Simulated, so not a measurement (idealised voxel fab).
process module | voxel self aligned contacts
FYI the section here is cut, 230 nm wide, cells are 5 nm squares.
Notation: cross-section as square-cell grid; stated in bands, top first, going down; one or more cell rows per band.
The band entry comprises the height of the band's top followed by the height of its bottom, expressed in nm, and subsequently the band's materials from left to right, each stated together with its width in nm. Where a single material is marked with the word "all across", that material fills the band from edge to edge. The word "empty" represents empty space.
Basically, 0 is our baseline, since under it the wafer straight out of the box is all one material. The bottom band has no lower end and keeps on going down, so it looks like "0 -> down".
Per-row width for "30->40": begins at first number (top row of band), ends at second number (bottom row), increment between rows held constant.
Key: "no change occurred" - step with no changed cell in the cross-section.
The entry "Fully enclosed voids" lists the empty spaces that cover at least 8 cells and have no open path to the top. Each is written as width x height at distance, where the distance is measured from the left edge and all three values are in nm.
On each step's line, the part that comes after the settings is the simulator's own comment on the step.
overlay nm: on a step with a mask, how far right of its planned place the mask lay; negative means left.
Note: before/after cross-section pairs follow, one process step per pair, after-side truncated at the lowest changed band, step and settings given beneath. Different runs of this module on the same starting wafer may supply the pairs; a pair continues the one above only where the "Pre-step cross-section" entry says so.

### Pre-step cross-section
> 0 -> down  Si all across
> Fully enclosed voids: none

### Post-Step Section View
> 5 -> 0  SiO2 all across
> Below 0, the layers are the same as they were.
> Fully enclosed voids: none
Between the two cross-sections shown above, the process step is CONFORMAL_DEP | material SiO2 | thk nm 5

Pre-step cross-section: the pre-step structure is the one depicted after the step in the pair just above.

### Post-Step Section View
> 35 -> 5  polySi all across
> Below 5, the layers are the same as they were.
> Fully enclosed voids: none
Between the two cross-sections shown above, the process step is DIRECTIONAL_DEP | material polySi | thk nm 30

Pre-step cross-section: the pre-step structure is the one depicted after the step in the pair just above.

### Post-Step Section View
> 55 -> 35  SiN all across
> Below 35, the layers are the same as they were.
> Fully enclosed voids: none
Between the two cross-sections shown above, the process step is DIRECTIONAL_DEP | material SiN | thk nm 20

Pre-step cross-section: the pre-step structure is the one depicted after the step in the pair just above.

### Post-Step Section View
> 70 -> 55  empty (65)  resist (35)  empty (25)  resist (35)  empty (70)
> Below 55, the layers are the same as they were.
> Fully enclosed voids: none
Between the two cross-sections shown above, the process step is PATTERN | tone cover | mask id GATE | material resist | width nm 35 | pitch nm 60 | thk nm 15 | overlay nm 0

Pre-step cross-section: the pre-step structure is the one depicted after the step in the pair just above.

### Post-Step Section View
> 70 -> 55  empty (65)  resist (35)  empty (25)  resist (35)  empty (70)
> 55 -> 35  empty (65)  SiN (35)  empty (25)  SiN (35)  empty (70)
> Below 35, the layers are the same as they were.
> Fully enclosed voids: none
Between the two cross-sections shown above, the process step is DIRECTIONAL_ETCH | etch materials SiN | depth nm 20

Pre-step cross-section: the pre-step structure is the one depicted after the step in the pair just above.

### Post-Step Section View
> 70 -> 55  empty (65)  resist (35)  empty (25)  resist (35)  empty (70)
> 55 -> 35  empty (65)  SiN (35)  empty (25)  SiN (35)  empty (70)
> 35 -> 5  empty (65)  polySi (35)  empty (25)  polySi (35)  empty (70)
> Below 5, the layers are the same as they were.
> Fully enclosed voids: none
Between the two cross-sections shown above, the process step is DIRECTIONAL_ETCH | etch materials polySi | depth nm 30

Pre-step cross-section: the pre-step structure is the one depicted after the step in the pair just above.

### Post-Step Section View
> 55 -> 35  empty (65)  SiN (35)  empty (25)  SiN (35)  empty (70)
> Below 35, the layers are the same as they were.
> Fully enclosed voids: none
Between the two cross-sections shown above, the process step is STRIP | etch materials resist

Pre-step cross-section: the pre-step structure is the one depicted after the step in the pair just above.

### Post-Step Section View
> 60 -> 35  empty (60)  SiN (45)  empty (15)  SiN (45)  empty (65)
> 35 -> 10  empty (60)  SiN (5)  polySi (35)  SiN (5)  empty (15)  SiN (5)  polySi (35)  SiN (5)  empty (65)
> 10 -> 5  SiN (65)  polySi (35)  SiN (25)  polySi (35)  SiN (70)
> Below 5, the layers are the same as they were.
> Fully enclosed voids: none
Between the two cross-sections shown above, the process step is CONFORMAL_DEP | material SiN | thk nm 5

Pre-step cross-section: the pre-step structure is the one depicted after the step in the pair just above.

### Post-Step Section View
> 55 -> 35  empty (60)  SiN (45)  empty (15)  SiN (45)  empty (65)
> 35 -> 5  empty (60)  SiN (5)  polySi (35)  SiN (5)  empty (15)  SiN (5)  polySi (35)  SiN (5)  empty (65)
> Below 5, the layers are the same as they were.
> Fully enclosed voids: none
Between the two cross-sections shown above, the process step is DIRECTIONAL_ETCH | etch materials SiN | depth nm 5

Pre-step cross-section: the pre-step structure is the one depicted after the step in the pair just above.

### Post-Step Section View
> 75 -> 55  SiO2 all across
> 55 -> 35  SiO2 (60)  SiN (45)  SiO2 (15)  SiN (45)  SiO2 (65)
> 35 -> 5  SiO2 (60)  SiN (5)  polySi (35)  SiN (5)  SiO2 (15)  SiN (5)  polySi (35)  SiN (5)  SiO2 (65)
> Below 5, the layers are the same as they were.
> Fully enclosed voids: none
Between the two cross-sections shown above, the process step is FILL_DEP | material SiO2 | thk nm 20

Pre-step cross-section: the pre-step structure is the one depicted after the step in the pair just above.

### Post-Step Section View
> 65 -> 55  SiO2 all across
> Below 55, the layers are the same as they were.
> Fully enclosed voids: none
Between the two cross-sections shown above, the process step is CMP | height nm 65

Pre-step cross-section: the pre-step structure is the one depicted after the step in the pair just above.

### Post-Step Section View
> 80 -> 65  resist (95)  empty (35)  resist (100)
> Below 65, the layers are the same as they were.
> Fully enclosed voids: none
Between the two cross-sections shown above, the process step is PATTERN | tone open | mask id CONTACT | material resist | width nm 35 | thk nm 15 | overlay nm 0

Pre-step cross-section: the pre-step structure is the one depicted after the step in the pair just above.

### Post-Step Section View
> 80 -> 65  resist (95)  empty (35)  resist (100)
> 65 -> 55  SiO2 (95)  empty (35)  SiO2 (100)
> 55 -> 35  SiO2 (60)  SiN (45)  empty (15)  SiN (45)  SiO2 (65)
> 35 -> 5  SiO2 (60)  SiN (5)  polySi (35)  SiN (5)  empty (15)  SiN (5)  polySi (35)  SiN (5)  SiO2 (65)
> 5 -> 0  SiO2 (105)  empty (15)  SiO2 (110)
> Below 0, the layers are the same as they were.
> Fully enclosed voids: none
Between the two cross-sections shown above, the process step is DIRECTIONAL_ETCH | etch materials SiO2 | depth nm 65

Pre-step cross-section: the pre-step structure is the one depicted after the step in the pair just above.

### Post-Step Section View
> 65 -> 55  SiO2 (95)  empty (35)  SiO2 (100)
> Below 55, the layers are the same as they were.
> Fully enclosed voids: none
Between the two cross-sections shown above, the process step is STRIP | etch materials resist

Pre-step cross-section: the pre-step structure is the one depicted after the step in the pair just above.

### Post-Step Section View
> 70 -> 65  TiN (100)  empty (25)  TiN (105)
> 65 -> 55  SiO2 (95)  TiN (5->15)  empty (25->5)  TiN (5->15)  SiO2 (100)
> 55 -> 35  SiO2 (60)  SiN (45)  TiN (5)  empty (5)  TiN (5)  SiN (45)  SiO2 (65)
> 35 -> 5  SiO2 (60)  SiN (5)  polySi (35)  SiN (5)  TiN (5)  empty (5)  TiN (5)  SiN (5)  polySi (35)  SiN (5)  SiO2 (65)
> 5 -> 0  SiO2 (105)  TiN (15)  SiO2 (110)
> Below 0, the layers are the same as they were.
> Fully enclosed voids: none
Between the two cross-sections shown above, the process step is CONFORMAL_DEP | material TiN | thk nm 5

Pre-step cross-section: the pre-step structure is the one depicted after the step in the pair just above.

### Post-Step Section View
> 80 -> 70  Ru all across
> 70 -> 65  TiN (100)  Ru (25)  TiN (105)
> 65 -> 55  SiO2 (95)  TiN (5->15)  Ru (25->5)  TiN (5->15)  SiO2 (100)
> 55 -> 35  SiO2 (60)  SiN (45)  TiN (5)  Ru (5)  TiN (5)  SiN (45)  SiO2 (65)
> 35 -> 5  SiO2 (60)  SiN (5)  polySi (35)  SiN (5)  TiN (5)  Ru (5)  TiN (5)  SiN (5)  polySi (35)  SiN (5)  SiO2 (65)
> Below 5, the layers are the same as they were.
> Fully enclosed voids: none
Between the two cross-sections shown above, the process step is FILL_DEP | material Ru | thk nm 10

Pre-step cross-section: the pre-step structure is the one depicted after the step in the pair just above.

### Post-Step Section View
> 65 -> 55  SiO2 (95)  TiN (5->15)  Ru (25->5)  TiN (5->15)  SiO2 (100)
> Below 55, the layers are the same as they were.
> Fully enclosed voids: none
Between the two cross-sections shown above, the process step is CMP | height nm 65

Pre-step cross-section: the pre-step structure is the one depicted after the step in the pair just above.

### Post-Step Section View
> 70 -> 65  SiCN all across
> Below 65, the layers are the same as they were.
> Fully enclosed voids: none
Between the two cross-sections shown above, the process step is CONFORMAL_DEP | material SiCN | thk nm 5

### Pre-step cross-section
> 0 -> down  Si all across
> Fully enclosed voids: none

### Post-Step Section View
> 30 -> 0  polySi all across
> Below 0, the layers are the same as they were.
> Fully enclosed voids: none
Between the two cross-sections shown above, the process step is DIRECTIONAL_DEP | material polySi | thk nm 30

Pre-step cross-section: the pre-step structure is the one depicted after the step in the pair just above.

### Post-Step Section View
> 50 -> 30  SiN all across
> Below 30, the layers are the same as they were.
> Fully enclosed voids: none
Between the two cross-sections shown above, the process step is DIRECTIONAL_DEP | material SiN | thk nm 20

Pre-step cross-section: the pre-step structure is the one depicted after the step in the pair just above.

### Post-Step Section View
> 65 -> 50  empty (65)  resist (35)  empty (25)  resist (35)  empty (70)
> Below 50, the layers are the same as they were.
> Fully enclosed voids: none
Between the two cross-sections shown above, the process step is PATTERN | tone cover | mask id GATE | material resist | width nm 35 | pitch nm 60 | thk nm 15 | overlay nm 0

Pre-step cross-section: the pre-step structure is the one depicted after the step in the pair just above.

### Post-Step Section View
> 65 -> 50  empty (65)  resist (35)  empty (25)  resist (35)  empty (70)
> 50 -> 30  empty (65)  SiN (35)  empty (25)  SiN (35)  empty (70)
> Below 30, the layers are the same as they were.
> Fully enclosed voids: none
Between the two cross-sections shown above, the process step is DIRECTIONAL_ETCH | etch materials SiN | depth nm 20

Pre-step cross-section: the pre-step structure is the one depicted after the step in the pair just above.

### Post-Step Section View
> 65 -> 50  empty (65)  resist (35)  empty (25)  resist (35)  empty (70)
> 50 -> 30  empty (65)  SiN (35)  empty (25)  SiN (35)  empty (70)
> 30 -> 0  empty (65)  polySi (35)  empty (25)  polySi (35)  empty (70)
> Below 0, the layers are the same as they were.
> Fully enclosed voids: none
Between the two cross-sections shown above, the process step is DIRECTIONAL_ETCH | etch materials polySi | depth nm 30

Pre-step cross-section: the pre-step structure is the one depicted after the step in the pair just above.

### Post-Step Section View
> 50 -> 30  empty (65)  SiN (35)  empty (25)  SiN (35)  empty (70)
> Below 30, the layers are the same as they were.
> Fully enclosed voids: none
Between the two cross-sections shown above, the process step is STRIP | etch materials resist

Pre-step cross-section: the pre-step structure is the one depicted after the step in the pair just above.

### Post-Step Section View
> 55 -> 30  empty (60)  SiN (45)  empty (15)  SiN (45)  empty (65)
> 30 -> 5  empty (60)  SiN (5)  polySi (35)  SiN (5)  empty (15)  SiN (5)  polySi (35)  SiN (5)  empty (65)
> 5 -> 0  SiN (65)  polySi (35)  SiN (25)  polySi (35)  SiN (70)
> Below 0, the layers are the same as they were.
> Fully enclosed voids: none
Between the two cross-sections shown above, the process step is CONFORMAL_DEP | material SiN | thk nm 5

Pre-step cross-section: the pre-step structure is the one depicted after the step in the pair just above.

### Post-Step Section View
> 50 -> 30  empty (60)  SiN (45)  empty (15)  SiN (45)  empty (65)
> 30 -> 0  empty (60)  SiN (5)  polySi (35)  SiN (5)  empty (15)  SiN (5)  polySi (35)  SiN (5)  empty (65)
> Below 0, the layers are the same as they were.
> Fully enclosed voids: none
Between the two cross-sections shown above, the process step is DIRECTIONAL_ETCH | etch materials SiN | depth nm 5

Pre-step cross-section: the pre-step structure is the one depicted after the step in the pair just above.

### Post-Step Section View
> 70 -> 50  SiO2 all across
> 50 -> 30  SiO2 (60)  SiN (45)  SiO2 (15)  SiN (45)  SiO2 (65)
> 30 -> 0  SiO2 (60)  SiN (5)  polySi (35)  SiN (5)  SiO2 (15)  SiN (5)  polySi (35)  SiN (5)  SiO2 (65)
> Below 0, the layers are the same as they were.
> Fully enclosed voids: none
Between the two cross-sections shown above, the process step is FILL_DEP | material SiO2 | thk nm 20

Pre-step cross-section: the pre-step structure is the one depicted after the step in the pair just above.

### Post-Step Section View
> 65 -> 50  SiO2 all across
> Below 50, the layers are the same as they were.
> Fully enclosed voids: none
Between the two cross-sections shown above, the process step is CMP | height nm 65

Pre-step cross-section: the pre-step structure is the one depicted after the step in the pair just above.

### Post-Step Section View
> 80 -> 65  resist (95)  empty (35)  resist (100)
> Below 65, the layers are the same as they were.
> Fully enclosed voids: none
Between the two cross-sections shown above, the process step is PATTERN | tone open | mask id CONTACT | material resist | width nm 35 | thk nm 15 | overlay nm 0

Pre-step cross-section: the pre-step structure is the one depicted after the step in the pair just above.

### Post-Step Section View
> 80 -> 65  resist (95)  empty (35)  resist (100)
> 65 -> 50  SiO2 (95)  empty (35)  SiO2 (100)
> 50 -> 30  SiO2 (60)  SiN (45)  empty (15)  SiN (45)  SiO2 (65)
> 30 -> 0  SiO2 (60)  SiN (5)  polySi (35)  SiN (5)  empty (15)  SiN (5)  polySi (35)  SiN (5)  SiO2 (65)
> Below 0, the layers are the same as they were.
> Fully enclosed voids: none
Between the two cross-sections shown above, the process step is DIRECTIONAL_ETCH | etch materials SiO2 | depth nm 65

Pre-step cross-section: the pre-step structure is the one depicted after the step in the pair just above.

### Post-Step Section View
> 65 -> 50  SiO2 (95)  empty (35)  SiO2 (100)
> Below 50, the layers are the same as they were.
> Fully enclosed voids: none
Between the two cross-sections shown above, the process step is STRIP | etch materials resist

Pre-step cross-section: the pre-step structure is the one depicted after the step in the pair just above.

### Post-Step Section View
> 70 -> 65  TiN (100)  empty (25)  TiN (105)
> 65 -> 55  SiO2 (95)  TiN (5)  empty (25)  TiN (5)  SiO2 (100)
> 55 -> 50  SiO2 (95)  TiN (15)  empty (5)  TiN (15)  SiO2 (100)
> 50 -> 30  SiO2 (60)  SiN (45)  TiN (5)  empty (5)  TiN (5)  SiN (45)  SiO2 (65)
> 30 -> 5  SiO2 (60)  SiN (5)  polySi (35)  SiN (5)  TiN (5)  empty (5)  TiN (5)  SiN (5)  polySi (35)  SiN (5)  SiO2 (65)
> 5 -> 0  SiO2 (60)  SiN (5)  polySi (35)  SiN (5)  TiN (15)  SiN (5)  polySi (35)  SiN (5)  SiO2 (65)
> Below 0, the layers are the same as they were.
> Fully enclosed voids: none
Between the two cross-sections shown above, the process step is CONFORMAL_DEP | material TiN | thk nm 5

Pre-step cross-section: the pre-step structure is the one depicted after the step in the pair just above.

### Post-Step Section View
> 80 -> 70  Ru all across
> 70 -> 65  TiN (100)  Ru (25)  TiN (105)
> 65 -> 55  SiO2 (95)  TiN (5)  Ru (25)  TiN (5)  SiO2 (100)
> 55 -> 50  SiO2 (95)  TiN (15)  Ru (5)  TiN (15)  SiO2 (100)
> 50 -> 30  SiO2 (60)  SiN (45)  TiN (5)  Ru (5)  TiN (5)  SiN (45)  SiO2 (65)
> 30 -> 5  SiO2 (60)  SiN (5)  polySi (35)  SiN (5)  TiN (5)  Ru (5)  TiN (5)  SiN (5)  polySi (35)  SiN (5)  SiO2 (65)
> Below 5, the layers are the same as they were.
> Fully enclosed voids: none
Between the two cross-sections shown above, the process step is FILL_DEP | material Ru | thk nm 10

Pre-step cross-section: the pre-step structure is the one depicted after the step in the pair just above.

### Post-Step Section View
> 65 -> 55  SiO2 (95)  TiN (5)  Ru (25)  TiN (5)  SiO2 (100)
> Below 55, the layers are the same as they were.
> Fully enclosed voids: none
Between the two cross-sections shown above, the process step is CMP | height nm 65

Pre-step cross-section: the pre-step structure is the one depicted after the step in the pair just above.

### Post-Step Section View
> 70 -> 65  SiCN all across
> Below 65, the layers are the same as they were.
> Fully enclosed voids: none
Between the two cross-sections shown above, the process step is CONFORMAL_DEP | material SiCN | thk nm 5

### Pre-step cross-section
> 35 -> 5  polySi all across
> 5 -> 0  SiO2 all across
> 0 -> down  Si all across
> Fully enclosed voids: none

### Post-Step Section View
> 65 -> 5  polySi all across
> Below 5, the layers are the same as they were.
> Fully enclosed voids: none
Between the two cross-sections shown above, the process step is DIRECTIONAL_DEP | material polySi | thk nm 30

Pre-step cross-section: the pre-step structure is the one depicted after the step in the pair just above.

### Post-Step Section View
> 85 -> 65  SiN all across
> Below 65, the layers are the same as they were.
> Fully enclosed voids: none
Between the two cross-sections shown above, the process step is DIRECTIONAL_DEP | material SiN | thk nm 20

Pre-step cross-section: the pre-step structure is the one depicted after the step in the pair just above.

### Post-Step Section View
> 100 -> 85  empty (65)  resist (35)  empty (25)  resist (35)  empty (70)
> Below 85, the layers are the same as they were.
> Fully enclosed voids: none
Between the two cross-sections shown above, the process step is PATTERN | tone cover | mask id GATE | material resist | width nm 35 | pitch nm 60 | thk nm 15 | overlay nm 0

Pre-step cross-section: the pre-step structure is the one depicted after the step in the pair just above.

### Post-Step Section View
> 100 -> 85  empty (65)  resist (35)  empty (25)  resist (35)  empty (70)
> 85 -> 65  empty (65)  SiN (35)  empty (25)  SiN (35)  empty (70)
> Below 65, the layers are the same as they were.
> Fully enclosed voids: none
Between the two cross-sections shown above, the process step is DIRECTIONAL_ETCH | etch materials SiN | depth nm 20

Pre-step cross-section: the pre-step structure is the one depicted after the step in the pair just above.

### Post-Step Section View
> 100 -> 85  empty (65)  resist (35)  empty (25)  resist (35)  empty (70)
> 85 -> 65  empty (65)  SiN (35)  empty (25)  SiN (35)  empty (70)
> 65 -> 35  empty (65)  polySi (35)  empty (25)  polySi (35)  empty (70)
> Below 35, the layers are the same as they were.
> Fully enclosed voids: none
Between the two cross-sections shown above, the process step is DIRECTIONAL_ETCH | etch materials polySi | depth nm 30

Pre-step cross-section: the pre-step structure is the one depicted after the step in the pair just above.

### Post-Step Section View
> 85 -> 65  empty (65)  SiN (35)  empty (25)  SiN (35)  empty (70)
> Below 65, the layers are the same as they were.
> Fully enclosed voids: none
Between the two cross-sections shown above, the process step is STRIP | etch materials resist

Pre-step cross-section: the pre-step structure is the one depicted after the step in the pair just above.

### Post-Step Section View
> 90 -> 65  empty (60)  SiN (45)  empty (15)  SiN (45)  empty (65)
> 65 -> 40  empty (60)  SiN (5)  polySi (35)  SiN (5)  empty (15)  SiN (5)  polySi (35)  SiN (5)  empty (65)
> 40 -> 35  SiN (65)  polySi (35)  SiN (25)  polySi (35)  SiN (70)
> Below 35, the layers are the same as they were.
> Fully enclosed voids: none
Between the two cross-sections shown above, the process step is CONFORMAL_DEP | material SiN | thk nm 5

Pre-step cross-section: the pre-step structure is the one depicted after the step in the pair just above.

### Post-Step Section View
> 85 -> 65  empty (60)  SiN (45)  empty (15)  SiN (45)  empty (65)
> 65 -> 35  empty (60)  SiN (5)  polySi (35)  SiN (5)  empty (15)  SiN (5)  polySi (35)  SiN (5)  empty (65)
> Below 35, the layers are the same as they were.
> Fully enclosed voids: none
Between the two cross-sections shown above, the process step is DIRECTIONAL_ETCH | etch materials SiN | depth nm 5

Pre-step cross-section: the pre-step structure is the one depicted after the step in the pair just above.

### Post-Step Section View
> 105 -> 85  SiO2 all across
> 85 -> 65  SiO2 (60)  SiN (45)  SiO2 (15)  SiN (45)  SiO2 (65)
> 65 -> 35  SiO2 (60)  SiN (5)  polySi (35)  SiN (5)  SiO2 (15)  SiN (5)  polySi (35)  SiN (5)  SiO2 (65)
> Below 35, the layers are the same as they were.
> Fully enclosed voids: none
Between the two cross-sections shown above, the process step is FILL_DEP | material SiO2 | thk nm 20

Pre-step cross-section: the pre-step structure is the one depicted after the step in the pair just above.

### Post-Step Section View
> 65 -> 35  SiO2 (60)  SiN (5)  polySi (35)  SiN (5)  SiO2 (15)  SiN (5)  polySi (35)  SiN (5)  SiO2 (65)
> Below 35, the layers are the same as they were.
> Fully enclosed voids: none
Between the two cross-sections shown above, the process step is CMP | height nm 65

Pre-step cross-section: the pre-step structure is the one depicted after the step in the pair just above.

### Post-Step Section View
> 80 -> 65  resist (95)  empty (35)  resist (100)
> Below 65, the layers are the same as they were.
> Fully enclosed voids: none
Between the two cross-sections shown above, the process step is PATTERN | tone open | mask id CONTACT | material resist | width nm 35 | thk nm 15 | overlay nm 0

Pre-step cross-section: the pre-step structure is the one depicted after the step in the pair just above.

### Post-Step Section View
> 80 -> 65  resist (95)  empty (35)  resist (100)
> 65 -> 35  SiO2 (60)  SiN (5)  polySi (35)  SiN (5)  empty (15)  SiN (5)  polySi (35)  SiN (5)  SiO2 (65)
> Below 35, the layers are the same as they were.
> Fully enclosed voids: none
Between the two cross-sections shown above, the process step is DIRECTIONAL_ETCH | etch materials SiO2 | depth nm 65

Pre-step cross-section: the pre-step structure is the one depicted after the step in the pair just above.

### Post-Step Section View
> 65 -> 35  SiO2 (60)  SiN (5)  polySi (35)  SiN (5)  empty (15)  SiN (5)  polySi (35)  SiN (5)  SiO2 (65)
> Below 35, the layers are the same as they were.
> Fully enclosed voids: none
Between the two cross-sections shown above, the process step is STRIP | etch materials resist

Pre-step cross-section: the pre-step structure is the one depicted after the step in the pair just above.

### Post-Step Section View
> 70 -> 65  TiN (110)  empty (5)  TiN (115)
> 65 -> 40  SiO2 (60)  SiN (5)  polySi (35)  SiN (5)  TiN (5)  empty (5)  TiN (5)  SiN (5)  polySi (35)  SiN (5)  SiO2 (65)
> 40 -> 35  SiO2 (60)  SiN (5)  polySi (35)  SiN (5)  TiN (15)  SiN (5)  polySi (35)  SiN (5)  SiO2 (65)
> Below 35, the layers are the same as they were.
> Fully enclosed voids: none
Between the two cross-sections shown above, the process step is CONFORMAL_DEP | material TiN | thk nm 5

Pre-step cross-section: the pre-step structure is the one depicted after the step in the pair just above.

### Post-Step Section View
> 80 -> 70  Ru all across
> 70 -> 65  TiN (110)  Ru (5)  TiN (115)
> 65 -> 40  SiO2 (60)  SiN (5)  polySi (35)  SiN (5)  TiN (5)  Ru (5)  TiN (5)  SiN (5)  polySi (35)  SiN (5)  SiO2 (65)
> Below 40, the layers are the same as they were.
> Fully enclosed voids: none
Between the two cross-sections shown above, the process step is FILL_DEP | material Ru | thk nm 10

Pre-step cross-section: the pre-step structure is the one depicted after the step in the pair just above.

### Post-Step Section View
> 65 -> 40  SiO2 (60)  SiN (5)  polySi (35)  SiN (5)  TiN (5)  Ru (5)  TiN (5)  SiN (5)  polySi (35)  SiN (5)  SiO2 (65)
> Below 40, the layers are the same as they were.
> Fully enclosed voids: none
Between the two cross-sections shown above, the process step is CMP | height nm 65

Pre-step cross-section: the pre-step structure is the one depicted after the step in the pair just above.

### Post-Step Section View
> 70 -> 65  SiCN all across
> Below 65, the layers are the same as they were.
> Fully enclosed voids: none
Between the two cross-sections shown above, the process step is CONFORMAL_DEP | material SiCN | thk nm 5

### Pre-step cross-section
> 30 -> 0  polySi all across
> 0 -> down  Si all across
> Fully enclosed voids: none

### Post-Step Section View
> 35 -> 30  SiO2 all across
> Below 30, the layers are the same as they were.
> Fully enclosed voids: none
Between the two cross-sections shown above, the process step is CONFORMAL_DEP | material SiO2 | thk nm 5

Pre-step cross-section: the pre-step structure is the one depicted after the step in the pair just above.

### Post-Step Section View
> 55 -> 35  SiN all across
> Below 35, the layers are the same as they were.
> Fully enclosed voids: none
Between the two cross-sections shown above, the process step is DIRECTIONAL_DEP | material SiN | thk nm 20

Pre-step cross-section: the pre-step structure is the one depicted after the step in the pair just above.

### Post-Step Section View
> 70 -> 55  empty (65)  resist (35)  empty (25)  resist (35)  empty (70)
> Below 55, the layers are the same as they were.
> Fully enclosed voids: none
Between the two cross-sections shown above, the process step is PATTERN | tone cover | mask id GATE | material resist | width nm 35 | pitch nm 60 | thk nm 15 | overlay nm 0

Pre-step cross-section: the pre-step structure is the one depicted after the step in the pair just above.

### Post-Step Section View
> 70 -> 55  empty (65)  resist (35)  empty (25)  resist (35)  empty (70)
> 55 -> 35  empty (65)  SiN (35)  empty (25)  SiN (35)  empty (70)
> Below 35, the layers are the same as they were.
> Fully enclosed voids: none
Between the two cross-sections shown above, the process step is DIRECTIONAL_ETCH | etch materials SiN | depth nm 20

Pre-step cross-section: the pre-step structure is the one depicted after the step in the pair just above.

### Post-Step Section View
> 55 -> 35  empty (65)  SiN (35)  empty (25)  SiN (35)  empty (70)
> Below 35, the layers are the same as they were.
> Fully enclosed voids: none
Between the two cross-sections shown above, the process step is STRIP | etch materials resist

Pre-step cross-section: the pre-step structure is the one depicted after the step in the pair just above.

### Post-Step Section View
> 60 -> 40  empty (60)  SiN (45)  empty (15)  SiN (45)  empty (65)
> 40 -> 35  SiN all across
> Below 35, the layers are the same as they were.
> Fully enclosed voids: none
Between the two cross-sections shown above, the process step is CONFORMAL_DEP | material SiN | thk nm 5

Pre-step cross-section: the pre-step structure is the one depicted after the step in the pair just above.

### Post-Step Section View
> 55 -> 35  empty (60)  SiN (45)  empty (15)  SiN (45)  empty (65)
> Below 35, the layers are the same as they were.
> Fully enclosed voids: none
Between the two cross-sections shown above, the process step is DIRECTIONAL_ETCH | etch materials SiN | depth nm 5

Pre-step cross-section: the pre-step structure is the one depicted after the step in the pair just above.

### Post-Step Section View
> 75 -> 55  SiO2 all across
> 55 -> 35  SiO2 (60)  SiN (45)  SiO2 (15)  SiN (45)  SiO2 (65)
> Below 35, the layers are the same as they were.
> Fully enclosed voids: none
Between the two cross-sections shown above, the process step is FILL_DEP | material SiO2 | thk nm 20

Pre-step cross-section: the pre-step structure is the one depicted after the step in the pair just above.

### Post-Step Section View
> 65 -> 55  SiO2 all across
> Below 55, the layers are the same as they were.
> Fully enclosed voids: none
Between the two cross-sections shown above, the process step is CMP | height nm 65

Pre-step cross-section: the pre-step structure is the one depicted after the step in the pair just above.

### Post-Step Section View
> 80 -> 65  resist (95)  empty (35)  resist (100)
> Below 65, the layers are the same as they were.
> Fully enclosed voids: none
Between the two cross-sections shown above, the process step is PATTERN | tone open | mask id CONTACT | material resist | width nm 35 | thk nm 15 | overlay nm 0

Pre-step cross-section: the pre-step structure is the one depicted after the step in the pair just above.

### Post-Step Section View
> 80 -> 65  resist (95)  empty (35)  resist (100)
> 65 -> 55  SiO2 (95)  empty (35)  SiO2 (100)
> 55 -> 35  SiO2 (60)  SiN (45)  empty (15)  SiN (45)  SiO2 (65)
> 35 -> 30  SiO2 (105)  empty (15)  SiO2 (110)
> Below 30, the layers are the same as they were.
> Fully enclosed voids: none
Between the two cross-sections shown above, the process step is DIRECTIONAL_ETCH | etch materials SiO2 | depth nm 65

Pre-step cross-section: the pre-step structure is the one depicted after the step in the pair just above.

### Post-Step Section View
> 65 -> 55  SiO2 (95)  empty (35)  SiO2 (100)
> Below 55, the layers are the same as they were.
> Fully enclosed voids: none
Between the two cross-sections shown above, the process step is STRIP | etch materials resist

Pre-step cross-section: the pre-step structure is the one depicted after the step in the pair just above.

### Post-Step Section View
> 70 -> 65  TiN (100)  empty (25)  TiN (105)
> 65 -> 55  SiO2 (95)  TiN (5->15)  empty (25->5)  TiN (5->15)  SiO2 (100)
> 55 -> 35  SiO2 (60)  SiN (45)  TiN (5)  empty (5)  TiN (5)  SiN (45)  SiO2 (65)
> 35 -> 30  SiO2 (105)  TiN (15)  SiO2 (110)
> Below 30, the layers are the same as they were.
> Fully enclosed voids: none
Between the two cross-sections shown above, the process step is CONFORMAL_DEP | material TiN | thk nm 5

Pre-step cross-section: the pre-step structure is the one depicted after the step in the pair just above.

### Post-Step Section View
> 80 -> 70  Ru all across
> 70 -> 65  TiN (100)  Ru (25)  TiN (105)
> 65 -> 55  SiO2 (95)  TiN (5->15)  Ru (25->5)  TiN (5->15)  SiO2 (100)
> 55 -> 35  SiO2 (60)  SiN (45)  TiN (5)  Ru (5)  TiN (5)  SiN (45)  SiO2 (65)
> Below 35, the layers are the same as they were.
> Fully enclosed voids: none
Between the two cross-sections shown above, the process step is FILL_DEP | material Ru | thk nm 10

Pre-step cross-section: the pre-step structure is the one depicted after the step in the pair just above.

### Post-Step Section View
> 65 -> 55  SiO2 (95)  TiN (5->15)  Ru (25->5)  TiN (5->15)  SiO2 (100)
> Below 55, the layers are the same as they were.
> Fully enclosed voids: none
Between the two cross-sections shown above, the process step is CMP | height nm 65

Pre-step cross-section: the pre-step structure is the one depicted after the step in the pair just above.

### Post-Step Section View
> 70 -> 65  SiCN all across
> Below 65, the layers are the same as they were.
> Fully enclosed voids: none
Between the two cross-sections shown above, the process step is CONFORMAL_DEP | material SiCN | thk nm 5

### Pre-step cross-section
> 75 -> 55  SiO2 all across
> 55 -> 35  SiO2 (60)  SiN (45)  SiO2 (15)  SiN (45)  SiO2 (65)
> 35 -> 5  SiO2 (60)  SiN (5)  polySi (35)  SiN (5)  SiO2 (15)  SiN (5)  polySi (35)  SiN (5)  SiO2 (65)
> 5 -> 0  SiO2 all across
> 0 -> down  Si all across
> Fully enclosed voids: none

### Post-Step Section View
> 55 -> 35  SiO2 (60)  SiN (45)  SiO2 (15)  SiN (45)  SiO2 (65)
> Below 35, the layers are the same as they were.
> Fully enclosed voids: none
Between the two cross-sections shown above, the process step is CMP | height nm 55

Pre-step cross-section: the pre-step structure is the one depicted after the step in the pair just above.

### Post-Step Section View
> 70 -> 55  resist (95)  empty (35)  resist (100)
> Below 55, the layers are the same as they were.
> Fully enclosed voids: none
Between the two cross-sections shown above, the process step is PATTERN | tone open | mask id CONTACT | material resist | width nm 35 | thk nm 15 | overlay nm 0

Pre-step cross-section: the pre-step structure is the one depicted after the step in the pair just above.

### Post-Step Section View
> 70 -> 55  resist (95)  empty (35)  resist (100)
> 55 -> 35  SiO2 (60)  SiN (45)  empty (15)  SiN (45)  SiO2 (65)
> 35 -> 5  SiO2 (60)  SiN (5)  polySi (35)  SiN (5)  empty (15)  SiN (5)  polySi (35)  SiN (5)  SiO2 (65)
> 5 -> 0  SiO2 (105)  empty (15)  SiO2 (110)
> Below 0, the layers are the same as they were.
> Fully enclosed voids: none
Between the two cross-sections shown above, the process step is DIRECTIONAL_ETCH | etch materials SiO2 | depth nm 65

Pre-step cross-section: the pre-step structure is the one depicted after the step in the pair just above.

### Post-Step Section View
> 55 -> 35  SiO2 (60)  SiN (45)  empty (15)  SiN (45)  SiO2 (65)
> Below 35, the layers are the same as they were.
> Fully enclosed voids: none
Between the two cross-sections shown above, the process step is STRIP | etch materials resist
